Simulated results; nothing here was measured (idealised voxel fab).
The following process module bears the name voxel spacer lines.
It is cross-section cut that appears here, measuring 225 nm in width, its square cells being 5 nm in size.
Cross-section format: a grid of square cells, given as bands from top to bottom; each band is one or more rows of cells. Each band's line starts with the height of the band's top and of its bottom, in nm. Then come its materials from left to right, each with its width in nm. One material with "edge to edge" fills the band from edge to edge. "air" is empty space. Heights from 0 (as-received wafer is one material below). Bottom band endless downward, as "top 0, no bottom". Graded width ("30->40"): value in top row of band = first number; value in bottom row = second number; row-to-row change constant. Take "remained unchanged" at face value: in the step it is given for, the cross-section changed in none of its cells. Look at "Encapsulated voids" for the closed voids: empty spaces with no open path to the top, sized 8 cells or up. Each is width x height at distance, distance from the left edge, all nm. On a step's line, text after the settings is the simulator commenting on that step. If you see "overlay nm" on a step's line and that step has a mask, it's telling you how far right of where it was planned the mask ended up; a negative number means it went left instead.

SO HERE'S THE LINEUP OF PROCESS STEPS WE PLANNED
step 1: RECEIVE | material Si
step 2: CONFORMAL_DEP | material SiO2 | thk nm 10
step 3: DIRECTIONAL_DEP | material W | thk nm 15
step 4: DIRECTIONAL_DEP | material aC | thk nm 25
step 5: PATTERN | tone cover | mask id MANDREL | material resist | width nm 25 | pitch nm 70 | thk nm 35 | overlay nm 0
step 6: DIRECTIONAL_ETCH | etch materials aC | depth nm 25
step 7: STRIP | etch materials resist
step 8: CONFORMAL_DEP | material SiN | thk nm 10
step 9: DIRECTIONAL_ETCH | etch materials SiN | depth nm 10
step 10: STRIP | etch materials aC
step 11: DIRECTIONAL_ETCH | etch materials W | depth nm 15
step 12: STRIP | etch materials SiN

FIRST WAFER OF TWO (RUN AS PLANNED)

WAFER CROSS-SECTION ON RECEIPT, I.E. AFTER STEP 1
> top 0, no bottom = Si edge to edge
> Encapsulated voids: none

PRESENTED HERE IS A CROSS-SECTION OF THE WAFER AFTER STEP 2 HAS BEEN PERFORMED
> top 10, bottom 0 = SiO2 edge to edge
> Under 0: no change, same as before.

PRESENTED HERE IS A CROSS-SECTION OF THE WAFER AFTER STEP 3 HAS BEEN PERFORMED
> top 25, bottom 10 = W edge to edge
> Under 10: no change, same as before.

PRESENTED HERE IS A CROSS-SECTION OF THE WAFER AFTER STEP 4 HAS BEEN PERFORMED
> top 50, bottom 25 = aC edge to edge
> Under 25: no change, same as before.

PRESENTED HERE IS A CROSS-SECTION OF THE WAFER AFTER STEP 5 HAS BEEN PERFORMED
> top 85, bottom 50 = 30 air, 25 resist, 45 air, 25 resist, 45 air, 25 resist, 30 air
> Under 50: no change, same as before.

PRESENTED HERE IS A CROSS-SECTION OF THE WAFER AFTER STEP 6 HAS BEEN PERFORMED
> top 60, bottom 50 = 30 air, 25 resist, 45 air, 25 resist, 45 air, 25 resist, 30 air
> top 50, bottom 25 = 30 air, 25 aC, 45 air, 25 aC, 45 air, 25 aC, 30 air
> Under 25: no change, same as before.

PRESENTED HERE IS A CROSS-SECTION OF THE WAFER AFTER STEP 7 HAS BEEN PERFORMED
> top 50, bottom 25 = 30 air, 25 aC, 45 air, 25 aC, 45 air, 25 aC, 30 air
> Under 25: no change, same as before.

PRESENTED HERE IS A CROSS-SECTION OF THE WAFER AFTER STEP 8 HAS BEEN PERFORMED
> top 60, bottom 50 = 20 air, 45 SiN, 25 air, 45 SiN, 25 air, 45 SiN, 20 air
> top 50, bottom 35 = 20 air, 10 SiN, 25 aC, 10 SiN, 25 air, 10 SiN, 25 aC, 10 SiN, 25 air, 10 SiN, 25 aC, 10 SiN, 20 air
> top 35, bottom 25 = 30 SiN, 25 aC, 45 SiN, 25 aC, 45 SiN, 25 aC, 30 SiN
> Under 25: no change, same as before.

PRESENTED HERE IS A CROSS-SECTION OF THE WAFER AFTER STEP 9 HAS BEEN PERFORMED
> top 50, bottom 25 = 20 air, 10 SiN, 25 aC, 10 SiN, 25 air, 10 SiN, 25 aC, 10 SiN, 25 air, 10 SiN, 25 aC, 10 SiN, 20 air
> Under 25: no change, same as before.

PRESENTED HERE IS A CROSS-SECTION OF THE WAFER AFTER STEP 10 HAS BEEN PERFORMED
> top 50, bottom 25 = 20 air, 10 SiN, 25 air, 10 SiN, 25 air, 10 SiN, 25 air, 10 SiN, 25 air, 10 SiN, 25 air, 10 SiN, 20 air
> Under 25: no change, same as before.

PRESENTED HERE IS A CROSS-SECTION OF THE WAFER AFTER STEP 11 HAS BEEN PERFORMED
> top 50, bottom 25 = 20 air, 10 SiN, 25 air, 10 SiN, 25 air, 10 SiN, 25 air, 10 SiN, 25 air, 10 SiN, 25 air, 10 SiN, 20 air
> top 25, bottom 10 = 20 air, 10 W, 25 air, 10 W, 25 air, 10 W, 25 air, 10 W, 25 air, 10 W, 25 air, 10 W, 20 air
> Under 10: no change, same as before.

PRESENTED HERE IS A CROSS-SECTION OF THE WAFER AFTER STEP 12 HAS BEEN PERFORMED
> top 25, bottom 10 = 20 air, 10 W, 25 air, 10 W, 25 air, 10 W, 25 air, 10 W, 25 air, 10 W, 25 air, 10 W, 20 air
> Under 10: no change, same as before.

REGARDING THE SECOND OF THE TWO WAFERS: IT SHARED THE FIRST WAFER'S STARTING CONDITION AND PROCESS PLAN, YET ONE ERROR OCCURRED DURING ITS EXECUTION. ITS HISTORY COINCIDES WITH THAT OF THE FIRST WAFER UP TO AND INCLUDING STEP 7

CROSS-SECTION OF THE SECOND WAFER AT THE TIME STEP 8 OF THE PLAN SHOULD HAVE ENDED
> top 60, bottom 50 = 20 air, 45 SiO2, 25 air, 45 SiO2, 25 air, 45 SiO2, 20 air
> top 50, bottom 35 = 20 air, 10 SiO2, 25 aC, 10 SiO2, 25 air, 10 SiO2, 25 aC, 10 SiO2, 25 air, 10 SiO2, 25 aC, 10 SiO2, 20 air
> top 35, bottom 25 = 30 SiO2, 25 aC, 45 SiO2, 25 aC, 45 SiO2, 25 aC, 30 SiO2
> Under 25: no change, same as before.

Cross-section of the second wafer at the time step 9 of the plan should have ended: remained unchanged

Cross-section of the second wafer at the time step 10 of the plan should have ended: remained unchanged

Cross-section of the second wafer at the time step 11 of the plan should have ended: remained unchanged

Cross-section of the second wafer at the time step 12 of the plan should have ended: remained unchanged
Which mistake was made when the wafer was run? step 8 changed vs plan, executed as CONFORMAL_DEP | material SiO2 | thk nm 10
Final comparison by cell count, materials where the second wafer has more or fewer than the first: SiO2: 150 more; W: 99 more; aC: 75 more
